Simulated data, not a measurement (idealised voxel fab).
voxel gate over fins: a process module
FYI the section here is cut, 210 nm wide, cells are 5 nm squares.
Reading order for cross-sections: top band down to bottom band. Underlying form: a grid of square cells. Band size: one or more rows of cells. The band entry comprises the height of the band's top followed by the height of its bottom, expressed in nm, and subsequently the band's materials from left to right, each stated together with its width in nm. Where a single material is marked with the word "everywhere", that material fills the band from edge to edge. The word "blank" represents empty space. Ref level 0: as-received wafer is one material below here. Bottom band extends down with no lower bound ("0 -> down"). A width such as "30 to 40" changes by the same amount from each row of cells to the next, from the band's top row to its bottom row. "everything unchanged" (step): cross-section cells unchanged, all of them. Enclosed void entries: empty space of 8 cells or more with no open way to the top, each as width x height at its distance from the left edge, in nm. If you see something after the settings on a step's line, that's the simulator's own remark about that step. overlay nm: how far to the right of its planned place the mask lay on this masked step (negative: to the left).
Set out below are the planned steps of the process:
1. RECEIVE (material Si)
2. CONFORMAL_DEP (material SiN; thk nm 10)
3. MASKED_ETCH (tone cover; mask id FINS; width nm 15; pitch nm 35; etch materials SiN; depth nm 10; overlay nm 0)
4. MASKED_ETCH (tone cover; mask id FINS; width nm 15; pitch nm 35; etch materials Si; depth nm 40; overlay nm 0)
5. OXIDIZE (depth nm 5)
6. FILL_DEP (material SiO2; thk nm 10)
7. CMP (height nm 10)
8. SELECTIVE_ETCH (etch materials SiO2; depth nm 20)
9. STRIP (etch materials SiN)
10. CONFORMAL_DEP (material HfO2; thk nm 5)
11. CONFORMAL_DEP (material TiN; thk nm 5)
12. FILL_DEP (material W; thk nm 10)
13. CMP (height nm 15)
14. CONFORMAL_DEP (material SiCN; thk nm 10)
So this is the incoming wafer in cross-section - it's already been through step 1:
0 -> down | Si everywhere
Enclosed void entries: none
Here's the cross-section of the first of our two wafers at the end of the module - it ran as planned:
25 -> 15 | SiCN everywhere
15 -> 10 | W everywhere
10 -> 5 | 75 nm W, then 25 nm TiN, then 10 nm W, then 25 nm TiN, then 75 nm W
5 -> 0 | 75 nm W, then 5 nm TiN, then 15 nm HfO2, then 5 nm TiN, then 10 nm W, then 5 nm TiN, then 15 nm HfO2, then 5 nm TiN, then 75 nm W
0 -> -5 | 80 nm TiN, then 5 nm HfO2, then 5 nm Si, then 5 nm HfO2, then 20 nm TiN, then 5 nm HfO2, then 5 nm Si, then 5 nm HfO2, then 80 nm TiN
-5 -> -10 | 85 nm HfO2, then 5 nm Si, then 30 nm HfO2, then 5 nm Si, then 85 nm HfO2
-10 -> -45 | 85 nm SiO2, then 5 nm Si, then 30 nm SiO2, then 5 nm Si, then 85 nm SiO2
-45 -> down | Si everywhere
Enclosed void entries: none
Same start, same plan as the first wafer - but one mistake in the run. Cross-section of the second of the two at the end of the module:
25 -> 15 | SiCN everywhere
15 -> 10 | 85 nm HfO2, then 5 nm TiN, then 30 nm HfO2, then 5 nm TiN, then 85 nm HfO2
10 -> 5 | 80 nm TiN, then 5 nm HfO2, then 5 nm TiN, then 5 nm HfO2, then 20 nm TiN, then 5 nm HfO2, then 5 nm TiN, then 5 nm HfO2, then 80 nm TiN
5 -> 0 | 80 nm TiN, then 15 nm HfO2, then 20 nm TiN, then 15 nm HfO2, then 80 nm TiN
0 -> -40 | 80 nm TiN, then 5 nm SiO2, then 5 nm Si, then 5 nm SiO2, then 20 nm TiN, then 5 nm SiO2, then 5 nm Si, then 5 nm SiO2, then 80 nm TiN
-40 -> -45 | 85 nm SiO2, then 5 nm Si, then 30 nm SiO2, then 5 nm Si, then 85 nm SiO2
-45 -> down | Si everywhere
Enclosed void entries: none
Want to know what went wrong? it should be noted that step 6 was executed with settings other than those planned, the operation and settings actually applied being FILL_DEP (material TiN; thk nm 10)
In the final state, the cell counts of the second wafer exceed or fall short of those of the first for the following materials: SiO2 -208 | TiN +314 | W -106
